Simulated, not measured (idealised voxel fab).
process module | voxel quadruple lines
cross-section cut | 245 nm wide | cells 5 nm
A cross-section is a grid of square cells, given in bands from the top down. A band is one or more rows of cells.
Each band's line starts with the height of the band's top and of its bottom, in nm. Then come its materials from left to right, each with its width in nm. One material with "throughout" fills the band from edge to edge. "air" is empty space.
Height 0 is the level under which the wafer as received is all one material. The lowest band goes on downwards, as in "0 down".
A width such as "30 to 40" changes by the same amount from each row of cells to the next, from the band's top row to its bottom row.
"no change" after a step means that no cell of the cross-section changed.
closed voids: empty space of 8 cells or more with no open way to the top, each as width x height at its distance from the left edge, in nm
after a step's settings: what the simulator itself notes on the step
overlay nm, on a step with a mask: how far to the right of its planned place the mask lay; to the left if negative
plan
1 op RECEIVE | material Si
2 op CONFORMAL_DEP | material Al2O3 | thk nm 10
3 op DIRECTIONAL_DEP | material TiN | thk nm 10
4 op DIRECTIONAL_DEP | material polySi | thk nm 15
5 op DIRECTIONAL_DEP | material aC | thk nm 25
6 op PATTERN | tone cover | mask id MANDREL | material resist | width nm 25 | pitch nm 80 | thk nm 35 | overlay nm 0
7 op DIRECTIONAL_ETCH | etch materials aC | depth nm 25
8 op STRIP | etch materials resist
9 op CONFORMAL_DEP | material SiO2 | thk nm 15
10 op DIRECTIONAL_ETCH | etch materials SiO2 | depth nm 15
11 op STRIP | etch materials aC
12 op DIRECTIONAL_ETCH | etch materials polySi | depth nm 15
13 op STRIP | etch materials SiO2
14 op CONFORMAL_DEP | material SiN | thk nm 5
15 op DIRECTIONAL_ETCH | etch materials SiN | depth nm 5
16 op STRIP | etch materials polySi
17 op DIRECTIONAL_ETCH | etch materials TiN | depth nm 10
18 op STRIP | etch materials SiN
first wafer, as planned
as received, after step 1
  0 down: Si throughout
  closed voids: none
after step 2
  10 to 0: Al2O3 throughout
  below 0: unchanged
after step 3
  20 to 10: TiN throughout
  below 10: unchanged
after step 4
  35 to 20: polySi throughout
  below 20: unchanged
after step 5
  60 to 35: aC throughout
  below 35: unchanged
after step 6
  95 to 60: air 70 | resist 25 | air 55 | resist 25 | air 70
  below 60: unchanged
after step 7
  70 to 60: air 70 | resist 25 | air 55 | resist 25 | air 70
  60 to 35: air 70 | aC 25 | air 55 | aC 25 | air 70
  below 35: unchanged
after step 8
  60 to 35: air 70 | aC 25 | air 55 | aC 25 | air 70
  below 35: unchanged
after step 9
  75 to 60: air 55 | SiO2 55 | air 25 | SiO2 55 | air 55
  60 to 50: air 55 | SiO2 15 | aC 25 | SiO2 15 | air 25 | SiO2 15 | aC 25 | SiO2 15 | air 55
  50 to 35: SiO2 70 | aC 25 | SiO2 55 | aC 25 | SiO2 70
  below 35: unchanged
after step 10
  60 to 35: air 55 | SiO2 15 | aC 25 | SiO2 15 | air 25 | SiO2 15 | aC 25 | SiO2 15 | air 55
  below 35: unchanged
after step 11
  60 to 35: air 55 | SiO2 15 | air 25 | SiO2 15 | air 25 | SiO2 15 | air 25 | SiO2 15 | air 55
  below 35: unchanged
after step 12
  60 to 35: air 55 | SiO2 15 | air 25 | SiO2 15 | air 25 | SiO2 15 | air 25 | SiO2 15 | air 55
  35 to 20: air 55 | polySi 15 | air 25 | polySi 15 | air 25 | polySi 15 | air 25 | polySi 15 | air 55
  below 20: unchanged
after step 13
  35 to 20: air 55 | polySi 15 | air 25 | polySi 15 | air 25 | polySi 15 | air 25 | polySi 15 | air 55
  below 20: unchanged
after step 14
  40 to 35: air 50 | SiN 25 | air 15 | SiN 25 | air 15 | SiN 25 | air 15 | SiN 25 | air 50
  35 to 25: air 50 | SiN 5 | polySi 15 | SiN 5 | air 15 | SiN 5 | polySi 15 | SiN 5 | air 15 | SiN 5 | polySi 15 | SiN 5 | air 15 | SiN 5 | polySi 15 | SiN 5 | air 50
  25 to 20: SiN 55 | polySi 15 | SiN 25 | polySi 15 | SiN 25 | polySi 15 | SiN 25 | polySi 15 | SiN 55
  below 20: unchanged
after step 15
  35 to 20: air 50 | SiN 5 | polySi 15 | SiN 5 | air 15 | SiN 5 | polySi 15 | SiN 5 | air 15 | SiN 5 | polySi 15 | SiN 5 | air 15 | SiN 5 | polySi 15 | SiN 5 | air 50
  below 20: unchanged
after step 16
  35 to 20: air 50 | SiN 5 | air 15 | SiN 5 | air 15 | SiN 5 | air 15 | SiN 5 | air 15 | SiN 5 | air 15 | SiN 5 | air 15 | SiN 5 | air 15 | SiN 5 | air 50
  below 20: unchanged
after step 17
  35 to 20: air 50 | SiN 5 | air 15 | SiN 5 | air 15 | SiN 5 | air 15 | SiN 5 | air 15 | SiN 5 | air 15 | SiN 5 | air 15 | SiN 5 | air 15 | SiN 5 | air 50
  20 to 10: air 50 | TiN 5 | air 15 | TiN 5 | air 15 | TiN 5 | air 15 | TiN 5 | air 15 | TiN 5 | air 15 | TiN 5 | air 15 | TiN 5 | air 15 | TiN 5 | air 50
  below 10: unchanged
after step 18
  20 to 10: air 50 | TiN 5 | air 15 | TiN 5 | air 15 | TiN 5 | air 15 | TiN 5 | air 15 | TiN 5 | air 15 | TiN 5 | air 15 | TiN 5 | air 15 | TiN 5 | air 50
  below 10: unchanged
second wafer: like start, like plan, one mistake. Through step 16 it matches the first wafer
when step 17 should have ended
  35 to 20: air 50 | SiN 5 | air 15 | SiN 5 | air 15 | SiN 5 | air 15 | SiN 5 | air 15 | SiN 5 | air 15 | SiN 5 | air 15 | SiN 5 | air 15 | SiN 5 | air 50
  20 to 15: air 50 | TiN 5 | air 15 | TiN 5 | air 15 | TiN 5 | air 15 | TiN 5 | air 15 | TiN 5 | air 15 | TiN 5 | air 15 | TiN 5 | air 15 | TiN 5 | air 50
  below 15: unchanged
when step 18 should have ended
  20 to 15: air 50 | TiN 5 | air 15 | TiN 5 | air 15 | TiN 5 | air 15 | TiN 5 | air 15 | TiN 5 | air 15 | TiN 5 | air 15 | TiN 5 | air 15 | TiN 5 | air 50
  below 15: unchanged
what went wrong: step 17 ran as: op DIRECTIONAL_ETCH | etch materials TiN | depth nm 5
at the end the second wafer has, in cells: 41 more of TiN
